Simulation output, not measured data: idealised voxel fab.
You're looking at the process module voxel gate over fins.
The cross-section shown here is cut; it is 170 nm wide and divided into square cells measuring 5 nm on a side.
When this document writes out a cross-section, it uses a grid of square cells and lists it as bands, beginning at the top and moving down, with a band standing for one or more rows of cells. For a band, the entry starts with two heights in nm, that of the top and then that of the bottom, and carries on with the band's materials in order from left to right, each alongside its width in nm; the word "full width" beside a single material means it fills the band edge to edge, and "air" means empty space. Where do heights start? At 0: under that level the wafer as delivered is made of one material only. And the lowest band has no floor; it just carries on downward, as in "0 and below". The expression "30..40" gives the width at the extremes of the band, the first number at its top row of cells and the second at its bottom row, with the width changing by equal amounts from each row to the next in between. What does "nothing was modified" mean for a step? It means no cell of the cross-section changed in that step. "Trapped void list" means: voids of 8 cells or more that are shut off from the top with no open way through. Written width x height at distance, distance from the left edge, in nm. Post-settings text on a step line: simulator's own remark regarding the step. "overlay nm" answers the question of how far to the right of plan the mask lay on a step that has a mask, and when it is negative the answer is to the left. If you're wondering how to read the rest of this, here's the deal. It's pairs of cross-sections: one from before a process step, one from after it. The after one is only drawn as far down as the lowest band that changed. Right under each pair you'll see which step sits between them and what its settings were. Don't read the pairs as one continuous story, though. They can come from different runs of this module on the same starting wafer, and a pair only carries on from the one above it where its entry headed "State before" says so.

[State before]
0 and below = Si full width
Trapped void list: none

[Post-Process Section]
5 down to 0 = SiN full width
At heights below 0, the structure remains unaltered.
Trapped void list: none
Going from one cross-section above to the next, the wafer undergoes CONFORMAL_DEP (material SiN; thk nm 5)

State before: this step begins from the cross-section that the pair just above shows after its step.

[Post-Process Section]
15 down to 5 = aC full width
At heights below 5, the structure remains unaltered.
Trapped void list: none
Going from one cross-section above to the next, the wafer undergoes DIRECTIONAL_DEP (material aC; thk nm 10)

State before: this step begins from the cross-section that the pair just above shows after its step.

[Post-Process Section]
45 down to 15 = air=20 / resist=15 / air=40 / resist=15 / air=40 / resist=15 / air=25
At heights below 15, the structure remains unaltered.
Trapped void list: none
Going from one cross-section above to the next, the wafer undergoes PATTERN (tone cover; mask id FINS; material resist; width nm 15; pitch nm 55; thk nm 30; overlay nm 0)

State before: this step begins from the cross-section that the pair just above shows after its step.

[Post-Process Section]
35 down to 15 = air=20 / resist=15 / air=40 / resist=15 / air=40 / resist=15 / air=25
15 down to 5 = air=20 / aC=15 / air=40 / aC=15 / air=40 / aC=15 / air=25
At heights below 5, the structure remains unaltered.
Trapped void list: none
Going from one cross-section above to the next, the wafer undergoes DIRECTIONAL_ETCH (etch materials aC; depth nm 10)

State before: this step begins from the cross-section that the pair just above shows after its step.

[Post-Process Section]
15 down to 5 = air=20 / aC=15 / air=40 / aC=15 / air=40 / aC=15 / air=25
At heights below 5, the structure remains unaltered.
Trapped void list: none
Going from one cross-section above to the next, the wafer undergoes STRIP (etch materials resist)

State before: this step begins from the cross-section that the pair just above shows after its step.

[Post-Process Section]
15 down to 5 = air=20 / aC=15 / air=40 / aC=15 / air=40 / aC=15 / air=25
5 down to 0 = air=20 / SiN=15 / air=40 / SiN=15 / air=40 / SiN=15 / air=25
At heights below 0, the structure remains unaltered.
Trapped void list: none
Going from one cross-section above to the next, the wafer undergoes DIRECTIONAL_ETCH (etch materials SiN; depth nm 5)

State before: this step begins from the cross-section that the pair just above shows after its step.

[Post-Process Section]
15 down to 5 = air=20 / aC=15 / air=40 / aC=15 / air=40 / aC=15 / air=25
5 down to 0 = air=20 / SiN=15 / air=40 / SiN=15 / air=40 / SiN=15 / air=25
0 down to -30 = air=20 / Si=15 / air=40 / Si=15 / air=40 / Si=15 / air=25
At heights below -30, the structure remains unaltered.
Trapped void list: none
Going from one cross-section above to the next, the wafer undergoes DIRECTIONAL_ETCH (etch materials Si; depth nm 30)

State before: this step begins from the cross-section that the pair just above shows after its step.

[Post-Process Section]
5 down to 0 = air=20 / SiN=15 / air=40 / SiN=15 / air=40 / SiN=15 / air=25
At heights below 0, the structure remains unaltered.
Trapped void list: none
Going from one cross-section above to the next, the wafer undergoes STRIP (etch materials aC)

State before: this step begins from the cross-section that the pair just above shows after its step.

[Post-Process Section]
5 down to 0 = air=20 / SiN=15 / air=40 / SiN=15 / air=40 / SiN=15 / air=25
0 down to -30 = air=20 / SiO2=5 / Si=5 / SiO2=5 / air=40 / SiO2=5 / Si=5 / SiO2=5 / air=40 / SiO2=5 / Si=5 / SiO2=5 / air=25
-30 down to -35 = SiO2=25 / Si=5 / SiO2=50 / Si=5 / SiO2=50 / Si=5 / SiO2=30
At heights below -35, the structure remains unaltered.
Trapped void list: none
Going from one cross-section above to the next, the wafer undergoes OXIDIZE (depth nm 5)

State before: this step begins from the cross-section that the pair just above shows after its step.

[Post-Process Section]
10 down to 5 = SiO2 full width
5 down to 0 = SiO2=20 / SiN=15 / SiO2=40 / SiN=15 / SiO2=40 / SiN=15 / SiO2=25
0 down to -35 = SiO2=25 / Si=5 / SiO2=50 / Si=5 / SiO2=50 / Si=5 / SiO2=30
At heights below -35, the structure remains unaltered.
Trapped void list: none
Going from one cross-section above to the next, the wafer undergoes FILL_DEP (material SiO2; thk nm 5)

State before: this step begins from the cross-section that the pair just above shows after its step.

[Post-Process Section]
5 down to 0 = SiO2=20 / SiN=15 / SiO2=40 / SiN=15 / SiO2=40 / SiN=15 / SiO2=25
At heights below 0, the structure remains unaltered.
Trapped void list: none
Going from one cross-section above to the next, the wafer undergoes CMP (height nm 5)

State before: this step begins from the cross-section that the pair just above shows after its step.

[Post-Process Section]
5 down to 0 = SiO2=20 / SiN=15 / SiO2=10 / air=15 / SiO2=15 / SiN=15 / SiO2=40 / SiN=15 / SiO2=25
0 down to -25 = SiO2=25 / Si=5 / SiO2=15 / air=15 / SiO2=20 / Si=5 / SiO2=50 / Si=5 / SiO2=30
At heights below -25, the structure remains unaltered.
Trapped void list: none
Going from one cross-section above to the next, the wafer undergoes MASKED_ETCH (tone open; mask id RAIL; width nm 15; etch materials SiO2; depth nm 30; overlay nm 0)

State before: this step begins from the cross-section that the pair just above shows after its step.

[Post-Process Section]
10 down to 5 = TiN=50 / air=5 / TiN=115
5 down to 0 = SiO2=20 / SiN=15 / SiO2=10 / TiN=5 / air=5 / TiN=5 / SiO2=15 / SiN=15 / SiO2=40 / SiN=15 / SiO2=25
0 down to -20 = SiO2=25 / Si=5 / SiO2=15 / TiN=5 / air=5 / TiN=5 / SiO2=20 / Si=5 / SiO2=50 / Si=5 / SiO2=30
-20 down to -25 = SiO2=25 / Si=5 / SiO2=15 / TiN=15 / SiO2=20 / Si=5 / SiO2=50 / Si=5 / SiO2=30
At heights below -25, the structure remains unaltered.
Trapped void list: none
Going from one cross-section above to the next, the wafer undergoes CONFORMAL_DEP (material TiN; thk nm 5)

State before: this step begins from the cross-section that the pair just above shows after its step.

[Post-Process Section]
15 down to 10 = W full width
10 down to 5 = TiN=50 / W=5 / TiN=115
5 down to 0 = SiO2=20 / SiN=15 / SiO2=10 / TiN=5 / W=5 / TiN=5 / SiO2=15 / SiN=15 / SiO2=40 / SiN=15 / SiO2=25
0 down to -20 = SiO2=25 / Si=5 / SiO2=15 / TiN=5 / W=5 / TiN=5 / SiO2=20 / Si=5 / SiO2=50 / Si=5 / SiO2=30
At heights below -20, the structure remains unaltered.
Trapped void list: none
Going from one cross-section above to the next, the wafer undergoes FILL_DEP (material W; thk nm 5)

State before: this step begins from the cross-section that the pair just above shows after its step.

[Post-Process Section]
5 down to 0 = SiO2=20 / SiN=15 / SiO2=10 / TiN=5 / W=5 / TiN=5 / SiO2=15 / SiN=15 / SiO2=40 / SiN=15 / SiO2=25
At heights below 0, the structure remains unaltered.
Trapped void list: none
Going from one cross-section above to the next, the wafer undergoes CMP (height nm 5)

State before: this step begins from the cross-section that the pair just above shows after its step.

[Post-Process Section]
5 down to 0 = SiO2=20 / SiN=15 / SiO2=10 / air=15 / SiO2=15 / SiN=15 / SiO2=40 / SiN=15 / SiO2=25
0 down to -20 = SiO2=25 / Si=5 / SiO2=15 / air=15 / SiO2=20 / Si=5 / SiO2=50 / Si=5 / SiO2=30
At heights below -20, the structure remains unaltered.
Trapped void list: none
Going from one cross-section above to the next, the wafer undergoes SELECTIVE_ETCH (etch materials W Ru TiN; depth nm 25)

State before: this step begins from the cross-section that the pair just above shows after its step.

[Post-Process Section]
10 down to 5 = SiO2 full width
5 down to 0 = SiO2=20 / SiN=15 / SiO2=40 / SiN=15 / SiO2=40 / SiN=15 / SiO2=25
0 down to -20 = SiO2=25 / Si=5 / SiO2=50 / Si=5 / SiO2=50 / Si=5 / SiO2=30
At heights below -20, the structure remains unaltered.
Trapped void list: none
Going from one cross-section above to the next, the wafer undergoes FILL_DEP (material SiO2; thk nm 5)

State before: this step begins from the cross-section that the pair just above shows after its step.

[Post-Process Section]
5 down to 0 = SiO2=20 / SiN=15 / SiO2=40 / SiN=15 / SiO2=40 / SiN=15 / SiO2=25
At heights below 0, the structure remains unaltered.
Trapped void list: none
Going from one cross-section above to the next, the wafer undergoes CMP (height nm 5)

State before: this step begins from the cross-section that the pair just above shows after its step.

[Post-Process Section]
5 down to 0 = air=20 / SiN=15 / air=40 / SiN=15 / air=40 / SiN=15 / air=25
0 down to -15 = air=25 / Si=5 / air=50 / Si=5 / air=50 / Si=5 / air=30
At heights below -15, the structure remains unaltered.
Trapped void list: none
Going from one cross-section above to the next, the wafer undergoes SELECTIVE_ETCH (etch materials SiO2; depth nm 20)

State before: this step begins from the cross-section that the pair just above shows after its step.

[Post-Process Section]
0 down to -15 = air=25 / Si=5 / air=50 / Si=5 / air=50 / Si=5 / air=30
At heights below -15, the structure remains unaltered.
Trapped void list: none
Going from one cross-section above to the next, the wafer undergoes STRIP (etch materials SiN)

State before: this step begins from the cross-section that the pair just above shows after its step.

[Post-Process Section]
5 down to 0 = air=20 / HfO2=15 / air=40 / HfO2=15 / air=40 / HfO2=15 / air=25
0 down to -10 = air=20 / HfO2=5 / Si=5 / HfO2=5 / air=40 / HfO2=5 / Si=5 / HfO2=5 / air=40 / HfO2=5 / Si=5 / HfO2=5 / air=25
-10 down to -15 = HfO2=25 / Si=5 / HfO2=50 / Si=5 / HfO2=50 / Si=5 / HfO2=30
At heights below -15, the structure remains unaltered.
Trapped void list: none
Going from one cross-section above to the next, the wafer undergoes CONFORMAL_DEP (material HfO2; thk nm 5)

State before: this step begins from the cross-section that the pair just above shows after its step.

[Post-Process Section]
10 down to 5 = air=15 / TiN=25 / air=30 / TiN=25 / air=30 / TiN=25 / air=20
5 down to 0 = air=15 / TiN=5 / HfO2=15 / TiN=5 / air=30 / TiN=5 / HfO2=15 / TiN=5 / air=30 / TiN=5 / HfO2=15 / TiN=5 / air=20
0 down to -5 = air=15 / TiN=5 / HfO2=5 / Si=5 / HfO2=5 / TiN=5 / air=30 / TiN=5 / HfO2=5 / Si=5 / HfO2=5 / TiN=5 / air=30 / TiN=5 / HfO2=5 / Si=5 / HfO2=5 / TiN=5 / air=20
-5 down to -10 = TiN=20 / HfO2=5 / Si=5 / HfO2=5 / TiN=40 / HfO2=5 / Si=5 / HfO2=5 / TiN=40 / HfO2=5 / Si=5 / HfO2=5 / TiN=25
At heights below -10, the structure remains unaltered.
Trapped void list: none
Going from one cross-section above to the next, the wafer undergoes CONFORMAL_DEP (material TiN; thk nm 5)

State before: this step begins from the cross-section that the pair just above shows after its step.

[Post-Process Section]
25 down to 10 = W full width
10 down to 5 = W=15 / TiN=25 / W=30 / TiN=25 / W=30 / TiN=25 / W=20
5 down to 0 = W=15 / TiN=5 / HfO2=15 / TiN=5 / W=30 / TiN=5 / HfO2=15 / TiN=5 / W=30 / TiN=5 / HfO2=15 / TiN=5 / W=20
0 down to -5 = W=15 / TiN=5 / HfO2=5 / Si=5 / HfO2=5 / TiN=5 / W=30 / TiN=5 / HfO2=5 / Si=5 / HfO2=5 / TiN=5 / W=30 / TiN=5 / HfO2=5 / Si=5 / HfO2=5 / TiN=5 / W=20
At heights below -5, the structure remains unaltered.
Trapped void list: none
Going from one cross-section above to the next, the wafer undergoes FILL_DEP (material W; thk nm 15)

State before: this step begins from the cross-section that the pair just above shows after its step.

[Post-Process Section]
20 down to 10 = W full width
At heights below 10, the structure remains unaltered.
Trapped void list: none
Going from one cross-section above to the next, the wafer undergoes CMP (height nm 20)

State before: this step begins from the cross-section that the pair just above shows after its step.

[Post-Process Section]
30 down to 20 = SiN full width
At heights below 20, the structure remains unaltered.
Trapped void list: none
Going from one cross-section above to the next, the wafer undergoes CONFORMAL_DEP (material SiN; thk nm 10)

[State before]
0 down to -15 = air=25 / Si=5 / air=50 / Si=5 / air=50 / Si=5 / air=30
-15 down to -20 = SiO2=25 / Si=5 / SiO2=50 / Si=5 / SiO2=50 / Si=5 / SiO2=30
-20 down to -25 = SiO2=25 / Si=5 / SiO2=15 / TiN=15 / SiO2=20 / Si=5 / SiO2=50 / Si=5 / SiO2=30
-25 down to -35 = SiO2=25 / Si=5 / SiO2=50 / Si=5 / SiO2=50 / Si=5 / SiO2=30
-35 and below = Si full width
Trapped void list: none

[Post-Process Section]
5 down to 0 = air=20 / TiN=15 / air=40 / TiN=15 / air=40 / TiN=15 / air=25
0 down to -10 = air=20 / TiN=5 / Si=5 / TiN=5 / air=40 / TiN=5 / Si=5 / TiN=5 / air=40 / TiN=5 / Si=5 / TiN=5 / air=25
-10 down to -15 = TiN=25 / Si=5 / TiN=50 / Si=5 / TiN=50 / Si=5 / TiN=30
At heights below -15, the structure remains unaltered.
Trapped void list: none
Going from one cross-section above to the next, the wafer undergoes CONFORMAL_DEP (material TiN; thk nm 5)

State before: this step begins from the cross-section that the pair just above shows after its step.

[Post-Process Section]
20 down to 5 = W full width
5 down to 0 = W=20 / TiN=15 / W=40 / TiN=15 / W=40 / TiN=15 / W=25
0 down to -10 = W=20 / TiN=5 / Si=5 / TiN=5 / W=40 / TiN=5 / Si=5 / TiN=5 / W=40 / TiN=5 / Si=5 / TiN=5 / W=25
At heights below -10, the structure remains unaltered.
Trapped void list: none
Going from one cross-section above to the next, the wafer undergoes FILL_DEP (material W; thk nm 15)

State before: this step begins from the cross-section that the pair just above shows after its step.

[Post-Process Section]
30 down to 20 = SiN full width
At heights below 20, the structure remains unaltered.
Trapped void list: none
Going from one cross-section above to the next, the wafer undergoes CONFORMAL_DEP (material SiN; thk nm 10)

[State before]
15 down to 5 = air=20 / aC=15 / air=40 / aC=15 / air=40 / aC=15 / air=25
5 down to 0 = air=20 / SiN=15 / air=40 / SiN=15 / air=40 / SiN=15 / air=25
0 down to -30 = air=20 / Si=15 / air=40 / Si=15 / air=40 / Si=15 / air=25
-30 and below = Si full width
Trapped void list: none

[Post-Process Section]
15 down to 5 = air=20 / aC=15 / air=40 / aC=15 / air=40 / aC=15 / air=25
5 down to 0 = air=20 / SiN=15 / air=40 / SiN=15 / air=40 / SiN=15 / air=25
0 down to -60 = air=20 / Si=15 / air=40 / Si=15 / air=40 / Si=15 / air=25
At heights below -60, the structure remains unaltered.
Trapped void list: none
Going from one cross-section above to the next, the wafer undergoes DIRECTIONAL_ETCH (etch materials Si; depth nm 30)

State before: this step begins from the cross-section that the pair just above shows after its step.

[Post-Process Section]
5 down to 0 = air=20 / SiN=15 / air=40 / SiN=15 / air=40 / SiN=15 / air=25
At heights below 0, the structure remains unaltered.
Trapped void list: none
Going from one cross-section above to the next, the wafer undergoes STRIP (etch materials aC)

State before: this step begins from the cross-section that the pair just above shows after its step.

[Post-Process Section]
5 down to 0 = air=20 / SiN=15 / air=40 / SiN=15 / air=40 / SiN=15 / air=25
0 down to -60 = air=20 / SiO2=5 / Si=5 / SiO2=5 / air=40 / SiO2=5 / Si=5 / SiO2=5 / air=40 / SiO2=5 / Si=5 / SiO2=5 / air=25
-60 down to -65 = SiO2=25 / Si=5 / SiO2=50 / Si=5 / SiO2=50 / Si=5 / SiO2=30
At heights below -65, the structure remains unaltered.
Trapped void list: none
Going from one cross-section above to the next, the wafer undergoes OXIDIZE (depth nm 5)

State before: this step begins from the cross-section that the pair just above shows after its step.

[Post-Process Section]
10 down to 5 = SiO2 full width
5 down to 0 = SiO2=20 / SiN=15 / SiO2=40 / SiN=15 / SiO2=40 / SiN=15 / SiO2=25
0 down to -65 = SiO2=25 / Si=5 / SiO2=50 / Si=5 / SiO2=50 / Si=5 / SiO2=30
At heights below -65, the structure remains unaltered.
Trapped void list: none
Going from one cross-section above to the next, the wafer undergoes FILL_DEP (material SiO2; thk nm 5)

State before: this step begins from the cross-section that the pair just above shows after its step.

[Post-Process Section]
5 down to 0 = SiO2=20 / SiN=15 / SiO2=40 / SiN=15 / SiO2=40 / SiN=15 / SiO2=25
At heights below 0, the structure remains unaltered.
Trapped void list: none
Going from one cross-section above to the next, the wafer undergoes CMP (height nm 5)

State before: this step begins from the cross-section that the pair just above shows after its step.

[Post-Process Section]
5 down to 0 = SiO2=20 / SiN=15 / SiO2=10 / air=15 / SiO2=15 / SiN=15 / SiO2=40 / SiN=15 / SiO2=25
0 down to -25 = SiO2=25 / Si=5 / SiO2=15 / air=15 / SiO2=20 / Si=5 / SiO2=50 / Si=5 / SiO2=30
At heights below -25, the structure remains unaltered.
Trapped void list: none
Going from one cross-section above to the next, the wafer undergoes MASKED_ETCH (tone open; mask id RAIL; width nm 15; etch materials SiO2; depth nm 30; overlay nm 0)

State before: this step begins from the cross-section that the pair just above shows after its step.

[Post-Process Section]
10 down to 5 = TiN=50 / air=5 / TiN=115
5 down to 0 = SiO2=20 / SiN=15 / SiO2=10 / TiN=5 / air=5 / TiN=5 / SiO2=15 / SiN=15 / SiO2=40 / SiN=15 / SiO2=25
0 down to -20 = SiO2=25 / Si=5 / SiO2=15 / TiN=5 / air=5 / TiN=5 / SiO2=20 / Si=5 / SiO2=50 / Si=5 / SiO2=30
-20 down to -25 = SiO2=25 / Si=5 / SiO2=15 / TiN=15 / SiO2=20 / Si=5 / SiO2=50 / Si=5 / SiO2=30
At heights below -25, the structure remains unaltered.
Trapped void list: none
Going from one cross-section above to the next, the wafer undergoes CONFORMAL_DEP (material TiN; thk nm 5)

State before: this step begins from the cross-section that the pair just above shows after its step.

[Post-Process Section]
15 down to 10 = W full width
10 down to 5 = TiN=50 / W=5 / TiN=115
5 down to 0 = SiO2=20 / SiN=15 / SiO2=10 / TiN=5 / W=5 / TiN=5 / SiO2=15 / SiN=15 / SiO2=40 / SiN=15 / SiO2=25
0 down to -20 = SiO2=25 / Si=5 / SiO2=15 / TiN=5 / W=5 / TiN=5 / SiO2=20 / Si=5 / SiO2=50 / Si=5 / SiO2=30
At heights below -20, the structure remains unaltered.
Trapped void list: none
Going from one cross-section above to the next, the wafer undergoes FILL_DEP (material W; thk nm 5)

State before: this step begins from the cross-section that the pair just above shows after its step.

[Post-Process Section]
5 down to 0 = SiO2=20 / SiN=15 / SiO2=10 / TiN=5 / W=5 / TiN=5 / SiO2=15 / SiN=15 / SiO2=40 / SiN=15 / SiO2=25
At heights below 0, the structure remains unaltered.
Trapped void list: none
Going from one cross-section above to the next, the wafer undergoes CMP (height nm 5)

State before: this step begins from the cross-section that the pair just above shows after its step.

[Post-Process Section]
5 down to 0 = SiO2=20 / SiN=15 / SiO2=10 / air=15 / SiO2=15 / SiN=15 / SiO2=40 / SiN=15 / SiO2=25
0 down to -20 = SiO2=25 / Si=5 / SiO2=15 / air=15 / SiO2=20 / Si=5 / SiO2=50 / Si=5 / SiO2=30
At heights below -20, the structure remains unaltered.
Trapped void list: none
Going from one cross-section above to the next, the wafer undergoes SELECTIVE_ETCH (etch materials W Ru TiN; depth nm 25)

State before: this step begins from the cross-section that the pair just above shows after its step.

[Post-Process Section]
10 down to 5 = SiO2 full width
5 down to 0 = SiO2=20 / SiN=15 / SiO2=40 / SiN=15 / SiO2=40 / SiN=15 / SiO2=25
0 down to -20 = SiO2=25 / Si=5 / SiO2=50 / Si=5 / SiO2=50 / Si=5 / SiO2=30
At heights below -20, the structure remains unaltered.
Trapped void list: none
Going from one cross-section above to the next, the wafer undergoes FILL_DEP (material SiO2; thk nm 5)

State before: this step begins from the cross-section that the pair just above shows after its step.

[Post-Process Section]
5 down to 0 = SiO2=20 / SiN=15 / SiO2=40 / SiN=15 / SiO2=40 / SiN=15 / SiO2=25
At heights below 0, the structure remains unaltered.
Trapped void list: none
Going from one cross-section above to the next, the wafer undergoes CMP (height nm 5)

State before: this step begins from the cross-section that the pair just above shows after its step.

[Post-Process Section]
5 down to 0 = air=20 / SiN=15 / air=40 / SiN=15 / air=40 / SiN=15 / air=25
0 down to -15 = air=25 / Si=5 / air=50 / Si=5 / air=50 / Si=5 / air=30
At heights below -15, the structure remains unaltered.
Trapped void list: none
Going from one cross-section above to the next, the wafer undergoes SELECTIVE_ETCH (etch materials SiO2; depth nm 20)

State before: this step begins from the cross-section that the pair just above shows after its step.

[Post-Process Section]
0 down to -15 = air=25 / Si=5 / air=50 / Si=5 / air=50 / Si=5 / air=30
At heights below -15, the structure remains unaltered.
Trapped void list: none
Going from one cross-section above to the next, the wafer undergoes STRIP (etch materials SiN)

State before: this step begins from the cross-section that the pair just above shows after its step.

[Post-Process Section]
5 down to 0 = air=20 / HfO2=15 / air=40 / HfO2=15 / air=40 / HfO2=15 / air=25
0 down to -10 = air=20 / HfO2=5 / Si=5 / HfO2=5 / air=40 / HfO2=5 / Si=5 / HfO2=5 / air=40 / HfO2=5 / Si=5 / HfO2=5 / air=25
-10 down to -15 = HfO2=25 / Si=5 / HfO2=50 / Si=5 / HfO2=50 / Si=5 / HfO2=30
At heights below -15, the structure remains unaltered.
Trapped void list: none
Going from one cross-section above to the next, the wafer undergoes CONFORMAL_DEP (material HfO2; thk nm 5)

State before: this step begins from the cross-section that the pair just above shows after its step.

[Post-Process Section]
10 down to 5 = air=15 / TiN=25 / air=30 / TiN=25 / air=30 / TiN=25 / air=20
5 down to 0 = air=15 / TiN=5 / HfO2=15 / TiN=5 / air=30 / TiN=5 / HfO2=15 / TiN=5 / air=30 / TiN=5 / HfO2=15 / TiN=5 / air=20
0 down to -5 = air=15 / TiN=5 / HfO2=5 / Si=5 / HfO2=5 / TiN=5 / air=30 / TiN=5 / HfO2=5 / Si=5 / HfO2=5 / TiN=5 / air=30 / TiN=5 / HfO2=5 / Si=5 / HfO2=5 / TiN=5 / air=20
-5 down to -10 = TiN=20 / HfO2=5 / Si=5 / HfO2=5 / TiN=40 / HfO2=5 / Si=5 / HfO2=5 / TiN=40 / HfO2=5 / Si=5 / HfO2=5 / TiN=25
At heights below -10, the structure remains unaltered.
Trapped void list: none
Going from one cross-section above to the next, the wafer undergoes CONFORMAL_DEP (material TiN; thk nm 5)

State before: this step begins from the cross-section that the pair just above shows after its step.

[Post-Process Section]
25 down to 10 = W full width
10 down to 5 = W=15 / TiN=25 / W=30 / TiN=25 / W=30 / TiN=25 / W=20
5 down to 0 = W=15 / TiN=5 / HfO2=15 / TiN=5 / W=30 / TiN=5 / HfO2=15 / TiN=5 / W=30 / TiN=5 / HfO2=15 / TiN=5 / W=20
0 down to -5 = W=15 / TiN=5 / HfO2=5 / Si=5 / HfO2=5 / TiN=5 / W=30 / TiN=5 / HfO2=5 / Si=5 / HfO2=5 / TiN=5 / W=30 / TiN=5 / HfO2=5 / Si=5 / HfO2=5 / TiN=5 / W=20
At heights below -5, the structure remains unaltered.
Trapped void list: none
Going from one cross-section above to the next, the wafer undergoes FILL_DEP (material W; thk nm 15)

State before: this step begins from the cross-section that the pair just above shows after its step.

[Post-Process Section]
20 down to 10 = W full width
At heights below 10, the structure remains unaltered.
Trapped void list: none
Going from one cross-section above to the next, the wafer undergoes CMP (height nm 20)

State before: this step begins from the cross-section that the pair just above shows after its step.

[Post-Process Section]
30 down to 20 = SiN full width
At heights below 20, the structure remains unaltered.
Trapped void list: none
Going from one cross-section above to the next, the wafer undergoes CONFORMAL_DEP (material SiN; thk nm 10)

[State before]
5 down to 0 = SiO2=20 / SiN=15 / SiO2=40 / SiN=15 / SiO2=40 / SiN=15 / SiO2=25
0 down to -20 = SiO2=25 / Si=5 / SiO2=50 / Si=5 / SiO2=50 / Si=5 / SiO2=30
-20 down to -25 = SiO2=25 / Si=5 / SiO2=15 / TiN=15 / SiO2=20 / Si=5 / SiO2=50 / Si=5 / SiO2=30
-25 down to -35 = SiO2=25 / Si=5 / SiO2=50 / Si=5 / SiO2=50 / Si=5 / SiO2=30
-35 and below = Si full width
Trapped void list: none

[Post-Process Section]
5 down to 0 = SiO2=20 / air=15 / SiO2=40 / air=15 / SiO2=40 / air=15 / SiO2=25
At heights below 0, the structure remains unaltered.
Trapped void list: none
Going from one cross-section above to the next, the wafer undergoes STRIP (etch materials SiN)

State before: this step begins from the cross-section that the pair just above shows after its step.

[Post-Process Section]
0 down to -15 = air=25 / Si=5 / air=50 / Si=5 / air=50 / Si=5 / air=30
-15 down to -20 = air=25 / Si=5 / air=50 / Si=5 / air=50 / Si=5 / air=25 / SiO2=5
At heights below -20, the structure remains unaltered.
Trapped void list: none
Going from one cross-section above to the next, the wafer undergoes SELECTIVE_ETCH (etch materials SiO2; depth nm 20)

State before: this step begins from the cross-section that the pair just above shows after its step.

[Post-Process Section]
5 down to 0 = air=20 / HfO2=15 / air=40 / HfO2=15 / air=40 / HfO2=15 / air=25
0 down to -10 = air=20 / HfO2=5 / Si=5 / HfO2=5 / air=40 / HfO2=5 / Si=5 / HfO2=5 / air=40 / HfO2=5 / Si=5 / HfO2=5 / air=25
-10 down to -15 = air=20 / HfO2=5 / Si=5 / HfO2=5 / air=40 / HfO2=5 / Si=5 / HfO2=5 / air=40 / HfO2=5 / Si=5 / HfO2=5 / air=15 / HfO2=10
-15 down to -20 = HfO2=25 / Si=5 / HfO2=50 / Si=5 / HfO2=50 / Si=5 / HfO2=25 / SiO2=5
At heights below -20, the structure remains unaltered.
Trapped void list: none
Going from one cross-section above to the next, the wafer undergoes CONFORMAL_DEP (material HfO2; thk nm 5)

State before: this step begins from the cross-section that the pair just above shows after its step.

[Post-Process Section]
10 down to 5 = air=15 / TiN=25 / air=30 / TiN=25 / air=30 / TiN=25 / air=20
5 down to 0 = air=15 / TiN=5 / HfO2=15 / TiN=5 / air=30 / TiN=5 / HfO2=15 / TiN=5 / air=30 / TiN=5 / HfO2=15 / TiN=5 / air=20
0 down to -5 = air=15 / TiN=5 / HfO2=5 / Si=5 / HfO2=5 / TiN=5 / air=30 / TiN=5 / HfO2=5 / Si=5 / HfO2=5 / TiN=5 / air=30 / TiN=5 / HfO2=5 / Si=5 / HfO2=5 / TiN=5 / air=20
-5 down to -10 = air=15 / TiN=5 / HfO2=5 / Si=5 / HfO2=5 / TiN=5 / air=30 / TiN=5 / HfO2=5 / Si=5 / HfO2=5 / TiN=5 / air=30 / TiN=5 / HfO2=5 / Si=5 / HfO2=5 / TiN=5 / air=5 / TiN=15
-10 down to -15 = TiN=20 / HfO2=5 / Si=5 / HfO2=5 / TiN=40 / HfO2=5 / Si=5 / HfO2=5 / TiN=40 / HfO2=5 / Si=5 / HfO2=5 / TiN=15 / HfO2=10
At heights below -15, the structure remains unaltered.
Trapped void list: none
Going from one cross-section above to the next, the wafer undergoes CONFORMAL_DEP (material TiN; thk nm 5)

State before: this step begins from the cross-section that the pair just above shows after its step.

[Post-Process Section]
25 down to 10 = W full width
10 down to 5 = W=15 / TiN=25 / W=30 / TiN=25 / W=30 / TiN=25 / W=20
5 down to 0 = W=15 / TiN=5 / HfO2=15 / TiN=5 / W=30 / TiN=5 / HfO2=15 / TiN=5 / W=30 / TiN=5 / HfO2=15 / TiN=5 / W=20
0 down to -5 = W=15 / TiN=5 / HfO2=5 / Si=5 / HfO2=5 / TiN=5 / W=30 / TiN=5 / HfO2=5 / Si=5 / HfO2=5 / TiN=5 / W=30 / TiN=5 / HfO2=5 / Si=5 / HfO2=5 / TiN=5 / W=20
-5 down to -10 = W=15 / TiN=5 / HfO2=5 / Si=5 / HfO2=5 / TiN=5 / W=30 / TiN=5 / HfO2=5 / Si=5 / HfO2=5 / TiN=5 / W=30 / TiN=5 / HfO2=5 / Si=5 / HfO2=5 / TiN=5 / W=5 / TiN=15
At heights below -10, the structure remains unaltered.
Trapped void list: none
Going from one cross-section above to the next, the wafer undergoes FILL_DEP (material W; thk nm 15)

State before: this step begins from the cross-section that the pair just above shows after its step.

[Post-Process Section]
20 down to 10 = W full width
At heights below 10, the structure remains unaltered.
Trapped void list: none
Going from one cross-section above to the next, the wafer undergoes CMP (height nm 20)

State before: this step begins from the cross-section that the pair just above shows after its step.

[Post-Process Section]
30 down to 20 = SiN full width
At heights below 20, the structure remains unaltered.
Trapped void list: none
Going from one cross-section above to the next, the wafer undergoes CONFORMAL_DEP (material SiN; thk nm 10)

[State before]
10 down to 5 = SiO2 full width
5 down to 0 = SiO2=20 / SiN=15 / SiO2=40 / SiN=15 / SiO2=40 / SiN=15 / SiO2=25
0 down to -20 = SiO2=25 / Si=5 / SiO2=50 / Si=5 / SiO2=50 / Si=5 / SiO2=30
-20 down to -25 = SiO2=25 / Si=5 / SiO2=15 / TiN=15 / SiO2=20 / Si=5 / SiO2=50 / Si=5 / SiO2=30
-25 down to -35 = SiO2=25 / Si=5 / SiO2=50 / Si=5 / SiO2=50 / Si=5 / SiO2=30
-35 and below = Si full width
Trapped void list: none

[Post-Process Section]
-5 down to -20 = SiO2=25 / Si=5 / SiO2=50 / Si=5 / SiO2=50 / Si=5 / SiO2=30
At heights below -20, the structure remains unaltered.
Trapped void list: none
Going from one cross-section above to the next, the wafer undergoes CMP (height nm -5)

State before: this step begins from the cross-section that the pair just above shows after its step.

[Post-Process Section]
-5 down to -20 = air=25 / Si=5 / air=50 / Si=5 / air=50 / Si=5 / air=30
-20 down to -25 = air=25 / Si=5 / air=15 / TiN=15 / air=20 / Si=5 / air=50 / Si=5 / air=30
At heights below -25, the structure remains unaltered.
Trapped void list: none
Going from one cross-section above to the next, the wafer undergoes SELECTIVE_ETCH (etch materials SiO2; depth nm 20)
